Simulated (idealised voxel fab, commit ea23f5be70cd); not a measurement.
A process module follows: voxel fin reveal.
This is section cut - it's 300 nm across, gridded in 5 nm square cells.
How to read a cross-section here: the picture is a grid of square cells, written as bands going from the top down, and any band can span one or more rows of cells.
Each band's line starts with the height of the band's top and of its bottom, in nm. Then come its materials from left to right, each with its width in nm. One material with "throughout" fills the band from edge to edge. "blank" is empty space.
Height datum 0, below which the as-received substrate wafer is one material. Lowest band open at the bottom, running downward: "z 0 and below".
You'd read "30..40" like this: the band's top row of cells is as wide as the first number, its bottom row is as wide as the second, and going down, every row changes width by the same amount as the row before did.
Basically "no change occurred" means that step didn't change any cell in the cross-section.
In the "Fully closed voids" entry, you get each enclosed empty space of 8 cells or more, one with no open way to the top, written width x height at distance, distance from the left edge, in nm.
Post-settings text on a step line: simulator's own remark regarding the step.
The setting "overlay nm" may be written on the line of a step. When the step uses a mask, the value reports how far to the right of the planned place the mask lay, and a negative value reports that it lay to the left.
The planned process steps are enumerated hereunder
1) RECEIVE,material Si
2) CONFORMAL_DEP,material SiN,thk nm 10
3) PATTERN,tone cover,mask id FINS,material resist,width nm 15,pitch nm 35,thk nm 15,overlay nm -15
4) DIRECTIONAL_ETCH,etch materials SiN,depth nm 10
5) DIRECTIONAL_ETCH,etch materials Si,depth nm 35
6) STRIP,etch materials resist
7) FILL_DEP,material SiO2,thk nm 10
8) CMP,height nm 10
9) SELECTIVE_ETCH,etch materials SiO2,depth nm 35
10) STRIP,etch materials SiN
11) CONFORMAL_DEP,material SiO2,thk nm 5
For this document, wafers share an identical start and vary in the step 3 overlay nm; the plan quotes the first wafer's value.
Here's the first of the wafers in cross-section, just as we got it, i.e. after step 1
  z 0 and below: Si throughout
  Fully closed voids: none
Depicted here is the first of several wafers in cross-section, at module completion following the last step, step 11
  z 5 to 0: blank 85 nm; SiO2 25 nm; blank 10 nm; SiO2 25 nm; blank 10 nm; SiO2 25 nm; blank 120 nm
  z 0 to -20: blank 85 nm; SiO2 5 nm; Si 15 nm; SiO2 5 nm; blank 10 nm; SiO2 5 nm; Si 15 nm; SiO2 5 nm; blank 10 nm; SiO2 5 nm; Si 15 nm; SiO2 5 nm; blank 120 nm
  z -20 to -35: SiO2 90 nm; Si 15 nm; SiO2 20 nm; Si 15 nm; SiO2 20 nm; Si 15 nm; SiO2 125 nm
  z -35 and below: Si throughout
  Fully closed voids: none
Last wafer at the end
  z 5 to 0: blank 115 nm; SiO2 25 nm; blank 10 nm; SiO2 25 nm; blank 10 nm; SiO2 25 nm; blank 90 nm
  z 0 to -20: blank 115 nm; SiO2 5 nm; Si 15 nm; SiO2 5 nm; blank 10 nm; SiO2 5 nm; Si 15 nm; SiO2 5 nm; blank 10 nm; SiO2 5 nm; Si 15 nm; SiO2 5 nm; blank 90 nm
  z -20 to -35: SiO2 120 nm; Si 15 nm; SiO2 20 nm; Si 15 nm; SiO2 20 nm; Si 15 nm; SiO2 95 nm
  z -35 and below: Si throughout
  Fully closed voids: none
Wafer rows, end of module: cells per material gained (+) or lost (-) since receipt; closed voids last
overlay nm -15 | -357 Si | +192 SiO2 | Fully closed voids: none
overlay nm -10 | -357 Si | +192 SiO2 | Fully closed voids: none
overlay nm -5 | -357 Si | +192 SiO2 | Fully closed voids: none
overlay nm 0 | -357 Si | +192 SiO2 | Fully closed voids: none
overlay nm 5 | -357 Si | +192 SiO2 | Fully closed voids: none
overlay nm 10 | -357 Si | +192 SiO2 | Fully closed voids: none
overlay nm 15 | -357 Si | +192 SiO2 | Fully closed voids: none
